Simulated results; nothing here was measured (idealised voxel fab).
process module | voxel fin reveal
cross-section cut | 150 nm wide | cells 5 nm
A cross-section is a grid of square cells, given in bands from the top down. A band is one or more rows of cells.
Each band's line starts with the height of the band's top and of its bottom, in nm. Then come its materials from left to right, each with its width in nm. One material with "throughout" fills the band from edge to edge. "air" is empty space.
Height 0 is the level under which the wafer as received is all one material. The lowest band goes on downwards, as in "0 down".
A width such as "30 to 40" changes by the same amount from each row of cells to the next, from the band's top row to its bottom row.
"no change" after a step means that no cell of the cross-section changed.
closed voids: empty space of 8 cells or more with no open way to the top, each as width x height at its distance from the left edge, in nm
after a step's settings: what the simulator itself notes on the step
overlay nm, on a step with a mask: how far to the right of its planned place the mask lay; to the left if negative
plan
1 op RECEIVE | material Si
2 op CONFORMAL_DEP | material SiN | thk nm 10
3 op PATTERN | tone cover | mask id FINS | material resist | width nm 15 | pitch nm 40 | thk nm 15 | overlay nm 0
4 op DIRECTIONAL_ETCH | etch materials SiN | depth nm 10
5 op DIRECTIONAL_ETCH | etch materials Si | depth nm 30
6 op STRIP | etch materials resist
7 op FILL_DEP | material SiO2 | thk nm 5
8 op CMP | height nm 10
9 op SELECTIVE_ETCH | etch materials SiO2 | depth nm 25
10 op STRIP | etch materials SiN
11 op CONFORMAL_DEP | material HfO2 | thk nm 5
first wafer, as planned
as received, after step 1
  0 down: Si throughout
  closed voids: none
after step 2
  10 to 0: SiN throughout
  below 0: unchanged
after step 3
  25 to 10: air 25 | resist 15 | air 25 | resist 15 | air 25 | resist 15 | air 30
  below 10: unchanged
after step 4
  25 to 10: air 25 | resist 15 | air 25 | resist 15 | air 25 | resist 15 | air 30
  10 to 0: air 25 | SiN 15 | air 25 | SiN 15 | air 25 | SiN 15 | air 30
  below 0: unchanged
after step 5
  25 to 10: air 25 | resist 15 | air 25 | resist 15 | air 25 | resist 15 | air 30
  10 to 0: air 25 | SiN 15 | air 25 | SiN 15 | air 25 | SiN 15 | air 30
  0 to -30: air 25 | Si 15 | air 25 | Si 15 | air 25 | Si 15 | air 30
  below -30: unchanged
after step 6
  10 to 0: air 25 | SiN 15 | air 25 | SiN 15 | air 25 | SiN 15 | air 30
  below 0: unchanged
after step 7
  15 to 10: SiO2 throughout
  10 to 0: SiO2 25 | SiN 15 | SiO2 25 | SiN 15 | SiO2 25 | SiN 15 | SiO2 30
  0 to -30: SiO2 25 | Si 15 | SiO2 25 | Si 15 | SiO2 25 | Si 15 | SiO2 30
  below -30: unchanged
after step 8
  10 to 0: SiO2 25 | SiN 15 | SiO2 25 | SiN 15 | SiO2 25 | SiN 15 | SiO2 30
  below 0: unchanged
after step 9
  10 to 0: air 25 | SiN 15 | air 25 | SiN 15 | air 25 | SiN 15 | air 30
  0 to -15: air 25 | Si 15 | air 25 | Si 15 | air 25 | Si 15 | air 30
  below -15: unchanged
after step 10
  0 to -15: air 25 | Si 15 | air 25 | Si 15 | air 25 | Si 15 | air 30
  below -15: unchanged
after step 11
  5 to 0: air 20 | HfO2 25 | air 15 | HfO2 25 | air 15 | HfO2 25 | air 25
  0 to -10: air 20 | HfO2 5 | Si 15 | HfO2 5 | air 15 | HfO2 5 | Si 15 | HfO2 5 | air 15 | HfO2 5 | Si 15 | HfO2 5 | air 25
  -10 to -15: HfO2 25 | Si 15 | HfO2 25 | Si 15 | HfO2 25 | Si 15 | HfO2 30
  below -15: unchanged
second wafer: like start, like plan, one mistake. Through step 10 it matches the first wafer
when step 11 should have ended: no change
what went wrong: step 11 was left out
at the end the second wafer has, in cells: 48 fewer of HfO2
